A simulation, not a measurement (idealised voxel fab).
This is a process module. Its name is voxel transistor to metal.
Displayed cross-section: cut, width of 270 nm, square cells sized 5 nm.
Reading order for cross-sections: top band down to bottom band. Underlying form: a grid of square cells. Band size: one or more rows of cells. First you get the band's top height and its bottom height, in nm, and then the materials it's made of, left to right, with each width in nm. If you see a single material with "full width", that one covers the band edge to edge. "blank" is empty space. All heights in this document are referenced to 0, defined as the level beneath which the wafer, as received, consists entirely of one material. The lowest band is not bounded below; it extends indefinitely downward and is written in the form "0 -> down". The notation "30..40" denotes a width that varies across the rows of cells in the band, beginning at the first number in the top row, finishing at the second number in the bottom row, and changing by an identical amount from each row to the next. A step reported as "changes: none" is a step in which no cell of the cross-section changed. The entry "Completely sealed voids" lists the empty spaces that cover at least 8 cells and have no open path to the top. Each is written as width x height at distance, where the distance is measured from the left edge and all three values are in nm. Where a step's line continues beyond its settings, the continuation is a remark by the simulator itself on that step. A step line may carry the setting "overlay nm", which, for steps involving a mask, states the distance by which the mask lay to the right of its intended position; negative values denote displacement to the left. If you're wondering how to read the rest of this, here's the deal. It's pairs of cross-sections: one from before a process step, one from after it. The after one is only drawn as far down as the lowest band that changed. Right under each pair you'll see which step sits between them and what its settings were. Don't read the pairs as one continuous story, though. They can come from different runs of this module on the same starting wafer, and a pair only carries on from the one above it where its entry headed "Prior to step" says so.
-- Prior to step
95 -> 75  resist 25 nm  blank 15 nm  resist 55 nm  blank 15 nm  resist 50 nm  blank 15 nm  resist 55 nm  blank 15 nm  resist 25 nm
75 -> 55  lowk 25 nm  blank 15 nm  lowk 55 nm  blank 15 nm  lowk 50 nm  blank 15 nm  lowk 55 nm  blank 15 nm  lowk 25 nm
55 -> 50  SiCN 25 nm  blank 15 nm  SiCN 55 nm  blank 15 nm  SiCN 50 nm  blank 15 nm  SiCN 55 nm  blank 15 nm  SiCN 25 nm
50 -> 40  SiO2 25 nm  TiN 5 nm  W 20..15 nm  TiN 5..10 nm  SiO2 25 nm  TiN 5..10 nm  W 20..15 nm  TiN 5 nm  SiO2 50 nm  TiN 5 nm  W 20..15 nm  TiN 5..10 nm  SiO2 25 nm  TiN 5..10 nm  W 20..15 nm  TiN 5 nm  SiO2 25 nm
40 -> 30  SiO2 25 nm  TiN 5 nm  W 15..5 nm  TiN 5..15 nm  SiN 10 nm  SiCN 15 nm  SiN 10 nm  TiN 5 nm  W 15 nm  TiN 5 nm  SiO2 50 nm  TiN 5 nm  W 15..5 nm  TiN 5..15 nm  SiN 10 nm  SiCN 15 nm  SiN 10 nm  TiN 5 nm  W 15 nm  TiN 5 nm  SiO2 25 nm
30 -> 10  SiO2 25 nm  TiN 5 nm  W 5 nm  TiN 5 nm  SiN 10 nm  polySi 25 nm  SiN 10 nm  TiN 5 nm  W 15 nm  TiN 5 nm  SiO2 50 nm  TiN 5 nm  W 5 nm  TiN 5 nm  SiN 10 nm  polySi 25 nm  SiN 10 nm  TiN 5 nm  W 15 nm  TiN 5 nm  SiO2 25 nm
10 -> 5  SiO2 25 nm  TiN 15 nm  SiN 10 nm  polySi 25 nm  SiN 10 nm  TiN 25 nm  SiO2 50 nm  TiN 15 nm  SiN 10 nm  polySi 25 nm  SiN 10 nm  TiN 25 nm  SiO2 25 nm
5 -> 0  SiO2 10 nm  SiN 10 nm  nSi 20 nm  SiN 10 nm  polySi 25 nm  SiN 10 nm  nSi 10 nm  TiN 10 nm  nSi 10 nm  SiN 10 nm  SiO2 20 nm  SiN 10 nm  nSi 20 nm  SiN 10 nm  polySi 25 nm  SiN 10 nm  nSi 10 nm  TiN 10 nm  nSi 10 nm  SiN 10 nm  SiO2 10 nm
0 -> -5  SiO2 20 nm  nSi 20 nm  SiO2 45 nm  nSi 10 nm  TiN 10 nm  nSi 10 nm  SiO2 40 nm  nSi 20 nm  SiO2 45 nm  nSi 10 nm  TiN 10 nm  nSi 10 nm  SiO2 20 nm
-5 -> -15  SiO2 15 nm  Si 5 nm  nSi 20 nm  Si 45 nm  nSi 30 nm  Si 5 nm  SiO2 30 nm  Si 5 nm  nSi 20 nm  Si 45 nm  nSi 30 nm  Si 5 nm  SiO2 15 nm
-15 -> -20  SiO2 15 nm  Si 105 nm  SiO2 30 nm  Si 105 nm  SiO2 15 nm
-20 -> down  Si full width
Completely sealed voids: none
-- Post-Process Section
75 -> 55  lowk 25 nm  blank 15 nm  lowk 55 nm  blank 15 nm  lowk 50 nm  blank 15 nm  lowk 55 nm  blank 15 nm  lowk 25 nm
For the remainder of the cross-section, below 55, there is no change.
Completely sealed voids: none
What was done to get from the upper cross-section to the lower one? STRIP: etch materials resist
Prior to step: The initial state for this step is given by the after cross-section of the immediately preceding pair.
-- Post-Process Section
80 -> 75  TiN 30 nm  blank 5 nm  TiN 65 nm  blank 5 nm  TiN 60 nm  blank 5 nm  TiN 65 nm  blank 5 nm  TiN 30 nm
75 -> 55  lowk 25 nm  TiN 5 nm  blank 5 nm  TiN 5 nm  lowk 55 nm  TiN 5 nm  blank 5 nm  TiN 5 nm  lowk 50 nm  TiN 5 nm  blank 5 nm  TiN 5 nm  lowk 55 nm  TiN 5 nm  blank 5 nm  TiN 5 nm  lowk 25 nm
55 -> 50  SiCN 25 nm  TiN 15 nm  SiCN 55 nm  TiN 15 nm  SiCN 50 nm  TiN 15 nm  SiCN 55 nm  TiN 15 nm  SiCN 25 nm
For the remainder of the cross-section, below 50, there is no change.
Completely sealed voids: none
What was done to get from the upper cross-section to the lower one? CONFORMAL_DEP: material TiN, thk nm 5
Prior to step: The initial state for this step is given by the after cross-section of the immediately preceding pair.
-- Post-Process Section
85 -> 80  Cu full width
80 -> 75  TiN 30 nm  Cu 5 nm  TiN 65 nm  Cu 5 nm  TiN 60 nm  Cu 5 nm  TiN 65 nm  Cu 5 nm  TiN 30 nm
75 -> 55  lowk 25 nm  TiN 5 nm  Cu 5 nm  TiN 5 nm  lowk 55 nm  TiN 5 nm  Cu 5 nm  TiN 5 nm  lowk 50 nm  TiN 5 nm  Cu 5 nm  TiN 5 nm  lowk 55 nm  TiN 5 nm  Cu 5 nm  TiN 5 nm  lowk 25 nm
For the remainder of the cross-section, below 55, there is no change.
Completely sealed voids: none
What was done to get from the upper cross-section to the lower one? FILL_DEP: material Cu, thk nm 5
Prior to step: The initial state for this step is given by the after cross-section of the immediately preceding pair.
-- Post-Process Section
75 -> 55  lowk 25 nm  TiN 5 nm  Cu 5 nm  TiN 5 nm  lowk 55 nm  TiN 5 nm  Cu 5 nm  TiN 5 nm  lowk 50 nm  TiN 5 nm  Cu 5 nm  TiN 5 nm  lowk 55 nm  TiN 5 nm  Cu 5 nm  TiN 5 nm  lowk 25 nm
For the remainder of the cross-section, below 55, there is no change.
Completely sealed voids: none
What was done to get from the upper cross-section to the lower one? CMP: height nm 75
Prior to step: The initial state for this step is given by the after cross-section of the immediately preceding pair.
-- Post-Process Section
80 -> 75  blank 20 nm  Ru 25 nm  blank 45 nm  Ru 25 nm  blank 40 nm  Ru 25 nm  blank 45 nm  Ru 25 nm  blank 20 nm
For the remainder of the cross-section, below 75, there is no change.
Completely sealed voids: none
What was done to get from the upper cross-section to the lower one? EPI: material Ru, thk nm 5
Prior to step: The initial state for this step is given by the after cross-section of the immediately preceding pair.
-- Post-Process Section
85 -> 80  SiCN full width
80 -> 75  SiCN 20 nm  Ru 25 nm  SiCN 45 nm  Ru 25 nm  SiCN 40 nm  Ru 25 nm  SiCN 45 nm  Ru 25 nm  SiCN 20 nm
For the remainder of the cross-section, below 75, there is no change.
Completely sealed voids: none
What was done to get from the upper cross-section to the lower one? FILL_DEP: material SiCN, thk nm 5
-- Prior to step
80 -> 75  TiN 30 nm  blank 5 nm  TiN 65 nm  blank 5 nm  TiN 60 nm  blank 5 nm  TiN 65 nm  blank 5 nm  TiN 30 nm
75 -> 55  lowk 25 nm  TiN 5 nm  blank 5 nm  TiN 5 nm  lowk 55 nm  TiN 5 nm  blank 5 nm  TiN 5 nm  lowk 50 nm  TiN 5 nm  blank 5 nm  TiN 5 nm  lowk 55 nm  TiN 5 nm  blank 5 nm  TiN 5 nm  lowk 25 nm
55 -> 50  SiCN 25 nm  TiN 15 nm  SiCN 55 nm  TiN 15 nm  SiCN 50 nm  TiN 15 nm  SiCN 55 nm  TiN 15 nm  SiCN 25 nm
50 -> 40  SiO2 25 nm  TiN 5 nm  W 20..15 nm  TiN 5..10 nm  SiO2 25 nm  TiN 5..10 nm  W 20..15 nm  TiN 5 nm  SiO2 50 nm  TiN 5 nm  W 20..15 nm  TiN 5..10 nm  SiO2 25 nm  TiN 5..10 nm  W 20..15 nm  TiN 5 nm  SiO2 25 nm
40 -> 30  SiO2 25 nm  TiN 5 nm  W 15 nm  TiN 5 nm  SiN 10 nm  SiCN 15 nm  SiN 10 nm  TiN 5 nm  W 15 nm  TiN 5 nm  SiO2 50 nm  TiN 5 nm  W 15 nm  TiN 5 nm  SiN 10 nm  SiCN 15 nm  SiN 10 nm  TiN 5 nm  W 15 nm  TiN 5 nm  SiO2 25 nm
30 -> 10  SiO2 25 nm  TiN 5 nm  W 15 nm  TiN 5 nm  SiN 10 nm  polySi 15 nm  SiN 10 nm  TiN 5 nm  W 15 nm  TiN 5 nm  SiO2 50 nm  TiN 5 nm  W 15 nm  TiN 5 nm  SiN 10 nm  polySi 15 nm  SiN 10 nm  TiN 5 nm  W 15 nm  TiN 5 nm  SiO2 25 nm
10 -> 5  SiO2 25 nm  TiN 25 nm  SiN 10 nm  polySi 15 nm  SiN 10 nm  TiN 25 nm  SiO2 50 nm  TiN 25 nm  SiN 10 nm  polySi 15 nm  SiN 10 nm  TiN 25 nm  SiO2 25 nm
5 -> 0  SiO2 10 nm  SiN 10 nm  nSi 10 nm  TiN 10 nm  nSi 10 nm  SiN 10 nm  polySi 15 nm  SiN 10 nm  nSi 10 nm  TiN 10 nm  nSi 10 nm  SiN 10 nm  SiO2 20 nm  SiN 10 nm  nSi 10 nm  TiN 10 nm  nSi 10 nm  SiN 10 nm  polySi 15 nm  SiN 10 nm  nSi 10 nm  TiN 10 nm  nSi 10 nm  SiN 10 nm  SiO2 10 nm
0 -> -5  SiO2 20 nm  nSi 10 nm  TiN 10 nm  nSi 10 nm  SiO2 35 nm  nSi 10 nm  TiN 10 nm  nSi 10 nm  SiO2 40 nm  nSi 10 nm  TiN 10 nm  nSi 10 nm  SiO2 35 nm  nSi 10 nm  TiN 10 nm  nSi 10 nm  SiO2 20 nm
-5 -> -15  SiO2 15 nm  Si 5 nm  nSi 30 nm  Si 35 nm  nSi 30 nm  Si 5 nm  SiO2 30 nm  Si 5 nm  nSi 30 nm  Si 35 nm  nSi 30 nm  Si 5 nm  SiO2 15 nm
-15 -> -20  SiO2 15 nm  Si 105 nm  SiO2 30 nm  Si 105 nm  SiO2 15 nm
-20 -> down  Si full width
Completely sealed voids: none
-- Post-Process Section
85 -> 80  lowk full width
80 -> 75  TiN 30 nm  lowk 5 nm  TiN 65 nm  lowk 5 nm  TiN 60 nm  lowk 5 nm  TiN 65 nm  lowk 5 nm  TiN 30 nm
75 -> 55  lowk 25 nm  TiN 5 nm  lowk 5 nm  TiN 5 nm  lowk 55 nm  TiN 5 nm  lowk 5 nm  TiN 5 nm  lowk 50 nm  TiN 5 nm  lowk 5 nm  TiN 5 nm  lowk 55 nm  TiN 5 nm  lowk 5 nm  TiN 5 nm  lowk 25 nm
For the remainder of the cross-section, below 55, there is no change.
Completely sealed voids: none
What was done to get from the upper cross-section to the lower one? FILL_DEP: material lowk, thk nm 5
Prior to step: The initial state for this step is given by the after cross-section of the immediately preceding pair.
-- Post-Process Section
75 -> 55  lowk 25 nm  TiN 5 nm  lowk 5 nm  TiN 5 nm  lowk 55 nm  TiN 5 nm  lowk 5 nm  TiN 5 nm  lowk 50 nm  TiN 5 nm  lowk 5 nm  TiN 5 nm  lowk 55 nm  TiN 5 nm  lowk 5 nm  TiN 5 nm  lowk 25 nm
For the remainder of the cross-section, below 55, there is no change.
Completely sealed voids: none
What was done to get from the upper cross-section to the lower one? CMP: height nm 75
Prior to step: The initial state for this step is given by the after cross-section of the immediately preceding pair.
-- Post-Process Section
80 -> 75  blank 20 nm  Ru 25 nm  blank 45 nm  Ru 25 nm  blank 40 nm  Ru 25 nm  blank 45 nm  Ru 25 nm  blank 20 nm
For the remainder of the cross-section, below 75, there is no change.
Completely sealed voids: none
What was done to get from the upper cross-section to the lower one? EPI: material Ru, thk nm 5
Prior to step: The initial state for this step is given by the after cross-section of the immediately preceding pair.
-- Post-Process Section
85 -> 80  SiCN full width
80 -> 75  SiCN 20 nm  Ru 25 nm  SiCN 45 nm  Ru 25 nm  SiCN 40 nm  Ru 25 nm  SiCN 45 nm  Ru 25 nm  SiCN 20 nm
For the remainder of the cross-section, below 75, there is no change.
Completely sealed voids: none
What was done to get from the upper cross-section to the lower one? FILL_DEP: material SiCN, thk nm 5
-- Prior to step
75 -> 55  lowk full width
55 -> 50  SiCN full width
50 -> 40  SiO2 25 nm  TiN 5 nm  W 20..15 nm  TiN 5..10 nm  SiO2 25 nm  TiN 5..10 nm  W 20..15 nm  TiN 5 nm  SiO2 50 nm  TiN 5 nm  W 20..15 nm  TiN 5..10 nm  SiO2 25 nm  TiN 5..10 nm  W 20..15 nm  TiN 5 nm  SiO2 25 nm
40 -> 30  SiO2 25 nm  TiN 5 nm  W 15 nm  TiN 5 nm  SiN 10 nm  SiCN 15 nm  SiN 10 nm  TiN 5 nm  W 15 nm  TiN 5 nm  SiO2 50 nm  TiN 5 nm  W 15 nm  TiN 5 nm  SiN 10 nm  SiCN 15 nm  SiN 10 nm  TiN 5 nm  W 15 nm  TiN 5 nm  SiO2 25 nm
30 -> 10  SiO2 25 nm  TiN 5 nm  W 15 nm  TiN 5 nm  SiN 10 nm  polySi 15 nm  SiN 10 nm  TiN 5 nm  W 15 nm  TiN 5 nm  SiO2 50 nm  TiN 5 nm  W 15 nm  TiN 5 nm  SiN 10 nm  polySi 15 nm  SiN 10 nm  TiN 5 nm  W 15 nm  TiN 5 nm  SiO2 25 nm
10 -> 5  SiO2 25 nm  TiN 25 nm  SiN 10 nm  polySi 15 nm  SiN 10 nm  TiN 25 nm  SiO2 50 nm  TiN 25 nm  SiN 10 nm  polySi 15 nm  SiN 10 nm  TiN 25 nm  SiO2 25 nm
5 -> 0  SiO2 10 nm  SiN 10 nm  nSi 10 nm  TiN 10 nm  nSi 10 nm  SiN 10 nm  polySi 15 nm  SiN 10 nm  nSi 10 nm  TiN 10 nm  nSi 10 nm  SiN 10 nm  SiO2 20 nm  SiN 10 nm  nSi 10 nm  TiN 10 nm  nSi 10 nm  SiN 10 nm  polySi 15 nm  SiN 10 nm  nSi 10 nm  TiN 10 nm  nSi 10 nm  SiN 10 nm  SiO2 10 nm
0 -> -5  SiO2 20 nm  nSi 10 nm  TiN 10 nm  nSi 10 nm  SiO2 35 nm  nSi 10 nm  TiN 10 nm  nSi 10 nm  SiO2 40 nm  nSi 10 nm  TiN 10 nm  nSi 10 nm  SiO2 35 nm  nSi 10 nm  TiN 10 nm  nSi 10 nm  SiO2 20 nm
-5 -> -15  SiO2 15 nm  Si 5 nm  nSi 30 nm  Si 35 nm  nSi 30 nm  Si 5 nm  SiO2 30 nm  Si 5 nm  nSi 30 nm  Si 35 nm  nSi 30 nm  Si 5 nm  SiO2 15 nm
-15 -> -20  SiO2 15 nm  Si 105 nm  SiO2 30 nm  Si 105 nm  SiO2 15 nm
-20 -> down  Si full width
Completely sealed voids: none
-- Post-Process Section
95 -> 75  blank 25 nm  resist 15 nm  blank 55 nm  resist 15 nm  blank 50 nm  resist 15 nm  blank 55 nm  resist 15 nm  blank 25 nm
For the remainder of the cross-section, below 75, there is no change.
Completely sealed voids: none
What was done to get from the upper cross-section to the lower one? PATTERN: tone cover, mask id METAL_1, material resist, width nm 15, thk nm 20, overlay nm 0
Prior to step: The initial state for this step is given by the after cross-section of the immediately preceding pair.
-- Post-Process Section
95 -> 75  blank 25 nm  resist 15 nm  blank 55 nm  resist 15 nm  blank 50 nm  resist 15 nm  blank 55 nm  resist 15 nm  blank 25 nm
75 -> 55  blank 25 nm  lowk 15 nm  blank 55 nm  lowk 15 nm  blank 50 nm  lowk 15 nm  blank 55 nm  lowk 15 nm  blank 25 nm
For the remainder of the cross-section, below 55, there is no change.
Completely sealed voids: none
What was done to get from the upper cross-section to the lower one? DIRECTIONAL_ETCH: etch materials lowk, depth nm 20
Prior to step: The initial state for this step is given by the after cross-section of the immediately preceding pair.
-- Post-Process Section
95 -> 75  blank 25 nm  resist 15 nm  blank 55 nm  resist 15 nm  blank 50 nm  resist 15 nm  blank 55 nm  resist 15 nm  blank 25 nm
75 -> 55  blank 25 nm  lowk 15 nm  blank 55 nm  lowk 15 nm  blank 50 nm  lowk 15 nm  blank 55 nm  lowk 15 nm  blank 25 nm
55 -> 50  blank 25 nm  SiCN 15 nm  blank 55 nm  SiCN 15 nm  blank 50 nm  SiCN 15 nm  blank 55 nm  SiCN 15 nm  blank 25 nm
For the remainder of the cross-section, below 50, there is no change.
Completely sealed voids: none
What was done to get from the upper cross-section to the lower one? DIRECTIONAL_ETCH: etch materials SiCN, depth nm 5
Prior to step: The initial state for this step is given by the after cross-section of the immediately preceding pair.
-- Post-Process Section
75 -> 55  blank 25 nm  lowk 15 nm  blank 55 nm  lowk 15 nm  blank 50 nm  lowk 15 nm  blank 55 nm  lowk 15 nm  blank 25 nm
For the remainder of the cross-section, below 55, there is no change.
Completely sealed voids: none
What was done to get from the upper cross-section to the lower one? STRIP: etch materials resist
Prior to step: The initial state for this step is given by the after cross-section of the immediately preceding pair.
-- Post-Process Section
80 -> 75  blank 20 nm  TiN 25 nm  blank 45 nm  TiN 25 nm  blank 40 nm  TiN 25 nm  blank 45 nm  TiN 25 nm  blank 20 nm
75 -> 55  blank 20 nm  TiN 5 nm  lowk 15 nm  TiN 5 nm  blank 45 nm  TiN 5 nm  lowk 15 nm  TiN 5 nm  blank 40 nm  TiN 5 nm  lowk 15 nm  TiN 5 nm  blank 45 nm  TiN 5 nm  lowk 15 nm  TiN 5 nm  blank 20 nm
55 -> 50  TiN 25 nm  SiCN 15 nm  TiN 55 nm  SiCN 15 nm  TiN 50 nm  SiCN 15 nm  TiN 55 nm  SiCN 15 nm  TiN 25 nm
For the remainder of the cross-section, below 50, there is no change.
Completely sealed voids: none
What was done to get from the upper cross-section to the lower one? CONFORMAL_DEP: material TiN, thk nm 5
Prior to step: The initial state for this step is given by the after cross-section of the immediately preceding pair.
-- Post-Process Section
85 -> 80  Cu full width
80 -> 75  Cu 20 nm  TiN 25 nm  Cu 45 nm  TiN 25 nm  Cu 40 nm  TiN 25 nm  Cu 45 nm  TiN 25 nm  Cu 20 nm
75 -> 55  Cu 20 nm  TiN 5 nm  lowk 15 nm  TiN 5 nm  Cu 45 nm  TiN 5 nm  lowk 15 nm  TiN 5 nm  Cu 40 nm  TiN 5 nm  lowk 15 nm  TiN 5 nm  Cu 45 nm  TiN 5 nm  lowk 15 nm  TiN 5 nm  Cu 20 nm
For the remainder of the cross-section, below 55, there is no change.
Completely sealed voids: none
What was done to get from the upper cross-section to the lower one? FILL_DEP: material Cu, thk nm 5
Prior to step: The initial state for this step is given by the after cross-section of the immediately preceding pair.
-- Post-Process Section
75 -> 55  Cu 20 nm  TiN 5 nm  lowk 15 nm  TiN 5 nm  Cu 45 nm  TiN 5 nm  lowk 15 nm  TiN 5 nm  Cu 40 nm  TiN 5 nm  lowk 15 nm  TiN 5 nm  Cu 45 nm  TiN 5 nm  lowk 15 nm  TiN 5 nm  Cu 20 nm
For the remainder of the cross-section, below 55, there is no change.
Completely sealed voids: none
What was done to get from the upper cross-section to the lower one? CMP: height nm 75
Prior to step: The initial state for this step is given by the after cross-section of the immediately preceding pair.
-- Post-Process Section
80 -> 75  Ru 30 nm  blank 5 nm  Ru 65 nm  blank 5 nm  Ru 60 nm  blank 5 nm  Ru 65 nm  blank 5 nm  Ru 30 nm
For the remainder of the cross-section, below 75, there is no change.
Completely sealed voids: none
What was done to get from the upper cross-section to the lower one? EPI: material Ru, thk nm 5
Prior to step: The initial state for this step is given by the after cross-section of the immediately preceding pair.
-- Post-Process Section
85 -> 80  SiCN full width
80 -> 75  Ru 30 nm  SiCN 5 nm  Ru 65 nm  SiCN 5 nm  Ru 60 nm  SiCN 5 nm  Ru 65 nm  SiCN 5 nm  Ru 30 nm
For the remainder of the cross-section, below 75, there is no change.
Completely sealed voids: none
What was done to get from the upper cross-section to the lower one? FILL_DEP: material SiCN, thk nm 5
